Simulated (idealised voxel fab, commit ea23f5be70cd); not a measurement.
You're looking at the process module voxel self aligned contacts.
Section shown: cut. Width: 285 nm. Cell size: 5 nm, square.
Each cross-section below is a grid of square cells, stated as bands in top-down order, with one or more rows of cells making up each band.
In this notation a band is specified by the heights of its top and bottom, in that order and in nm, after which its materials appear from left to right, each paired with its width in nm. The word "all across" attached to a single material means that material fills the band from edge to edge; the word "blank" stands for empty space.
The level at which height equals 0 is the one under which the wafer, as it arrives, is entirely one material. No lower edge exists for the bottom band, which continues downward and is notated as in "0 -> down".
You'd read "30 to 40" like this: the band's top row of cells is as wide as the first number, its bottom row is as wide as the second, and going down, every row changes width by the same amount as the row before did.
Given "all unchanged" for a step, no cell of the cross-section differs between before and after that step.
So "Enclosed void catalog" is basically the list of trapped voids: any empty space of 8 cells or more that can't reach the top through an opening. They're written width x height at distance, the distance being from the left edge, and it's all nm.
That trailing text on a step's line, after the settings, is the simulator's own remark on the step.
If you see "overlay nm" on a step's line and that step has a mask, it's telling you how far right of where it was planned the mask ended up; a negative number means it went left instead.

# Planned step list for the process
1: RECEIVE (material Si)
2: OXIDIZE (depth nm 5)
3: DIRECTIONAL_DEP (material polySi; thk nm 30)
4: DIRECTIONAL_DEP (material SiN; thk nm 25)
5: PATTERN (tone cover; mask id GATE; material resist; width nm 35; pitch nm 75; thk nm 20; overlay nm 0)
6: DIRECTIONAL_ETCH (etch materials SiN; depth nm 25)
7: DIRECTIONAL_ETCH (etch materials polySi; depth nm 30)
8: STRIP (etch materials resist)
9: CONFORMAL_DEP (material SiN; thk nm 10)
10: DIRECTIONAL_ETCH (etch materials SiN; depth nm 10)
11: FILL_DEP (material SiO2; thk nm 20)
12: CMP (height nm 65)
13: PATTERN (tone open; mask id CONTACT; material resist; width nm 50; pitch nm 75; thk nm 15; overlay nm 0)
14: DIRECTIONAL_ETCH (etch materials SiO2; depth nm 70)
15: STRIP (etch materials resist)
16: CONFORMAL_DEP (material TiN; thk nm 5)
17: FILL_DEP (material W; thk nm 10)
18: CMP (height nm 65)
19: CONFORMAL_DEP (material SiN; thk nm 5)

# Wafer cross-section on receipt, i.e. after step 1
0 -> down  Si all across
Enclosed void catalog: none

# Final wafer profile in cross-section after the module, from the same start and plan as above, with one mistake made during processing
70 -> 65  SiN all across
65 -> 50  80 of SiO2, then 5 of TiN, then 40 of W, then 5 of TiN, then 25 of SiO2, then 5 of TiN, then 40 of W, then 5 of TiN, then 80 of SiO2
50 -> 45  80 of SiO2, then 10 of TiN, then 30 of W, then 10 of TiN, then 25 of SiO2, then 10 of TiN, then 30 of W, then 10 of TiN, then 80 of SiO2
45 -> 30  50 of SiO2, then 35 of SiN, then 5 of TiN, then 30 of W, then 5 of TiN, then 35 of SiN, then 5 of TiN, then 30 of W, then 5 of TiN, then 35 of SiN, then 50 of SiO2
30 -> 0  50 of SiO2, then 35 of polySi, then 5 of TiN, then 30 of W, then 5 of TiN, then 35 of polySi, then 5 of TiN, then 30 of W, then 5 of TiN, then 35 of polySi, then 50 of SiO2
0 -> -5  85 of SiO2, then 40 of TiN, then 35 of SiO2, then 40 of TiN, then 85 of SiO2
-5 -> down  Si all across
Enclosed void catalog: none
The mistake made against the process plan was this: the plan's step 9 was left out and never carried out
